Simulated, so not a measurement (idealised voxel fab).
The process module presented herein is designated voxel self aligned vias.
Each square cell in cross-section cut measures 5 nm, and the section as a whole is 240 nm wide.
Each cross-section below is a grid of square cells, stated as bands in top-down order, with one or more rows of cells making up each band.
It is stipulated that each band's entry specify, in nanometres, the height of the top of the band and then that of its bottom, followed by the materials of the band in left-to-right sequence, each together with its width in nanometres. A single material marked by the word "full width" is understood to fill the band from edge to edge; the word "blank" is understood to denote empty space.
The level at which height equals 0 is the one under which the wafer, as it arrives, is entirely one material. No lower edge exists for the bottom band, which continues downward and is notated as in "0..down".
Read "30 to 40" as a graded width: first number on top, second number at the bottom, same change between each pair of neighbouring rows.
"identical to before" -> step changed no cross-section cell.
Basically, "Closed cavity list" tells you about the enclosed voids: empty spaces with no open way to the top, 8 cells or bigger, each written width x height at distance, where distance is from the left edge, all in nm.
Post-settings text on a step line: simulator's own remark regarding the step.
The line of a step may include "overlay nm". On a step with a mask, this value is how far to the right of its planned place the mask lay. A negative value means the mask lay to the left.
**The steps planned for the process are as follows**
step 1: RECEIVE: material Si
step 2: CONFORMAL_DEP: material SiO2, thk nm 10
step 3: CONFORMAL_DEP: material SiCN, thk nm 5
step 4: DIRECTIONAL_DEP: material lowk, thk nm 25
step 5: PATTERN: tone open, mask id LINES, material resist, width nm 25, pitch nm 60, thk nm 20, overlay nm 0
step 6: DIRECTIONAL_ETCH: etch materials lowk, depth nm 25
step 7: STRIP: etch materials resist
step 8: CONFORMAL_DEP: material TiN, thk nm 5
step 9: FILL_DEP: material W, thk nm 5
step 10: CMP: height nm 40
step 11: SELECTIVE_ETCH: etch materials W Ru TiN, depth nm 10
step 12: FILL_DEP: material SiN, thk nm 10
step 13: CMP: height nm 40
step 14: DIRECTIONAL_DEP: material lowk, thk nm 20
step 15: DIRECTIONAL_DEP: material aC, thk nm 5
step 16: PATTERN: tone open, mask id VIAS, material resist, width nm 45, pitch nm 120, thk nm 30, overlay nm 0
step 17: DIRECTIONAL_ETCH: etch materials aC, depth nm 10
step 18: STRIP: etch materials resist
step 19: DIRECTIONAL_ETCH: etch materials lowk, depth nm 20
step 20: DIRECTIONAL_ETCH: etch materials SiN, depth nm 10
step 21: STRIP: etch materials aC
step 22: CONFORMAL_DEP: material TiN, thk nm 5
step 23: FILL_DEP: material Cu, thk nm 5
step 24: CMP: height nm 60
step 25: CONFORMAL_DEP: material SiN, thk nm 5
Be aware that, although all wafers share a common starting state, the thk nm at step 15 differs among them, and the plan displays the first wafer's value.
**As received, i.e. after step 1: cross-section through the first of several wafers**
- 0..down: Si full width
- Closed cavity list: none
**Quick key for the table: a row per wafer, taken at the end of the module. For each material it tells you how many cells the wafer gained (+) or lost (-) since it came in, and the closed voids come after**
thk nm 5 | +54 Cu | +48 SiCN | +58 SiN | +96 SiO2 | +65 TiN | +18 W | +285 lowk | Closed cavity list: none
thk nm 10 | +54 Cu | +48 SiCN | +58 SiN | +96 SiO2 | +65 TiN | +18 W | +285 lowk | Closed cavity list: none
thk nm 15 | +48 SiCN | +78 SiN | +96 SiO2 | +27 TiN | +18 W | +357 lowk | Closed cavity list: none
thk nm 20 | +48 SiCN | +78 SiN | +96 SiO2 | +27 TiN | +18 W | +357 lowk | Closed cavity list: none
thk nm 25 | +48 SiCN | +78 SiN | +96 SiO2 | +27 TiN | +18 W | +357 lowk | Closed cavity list: none
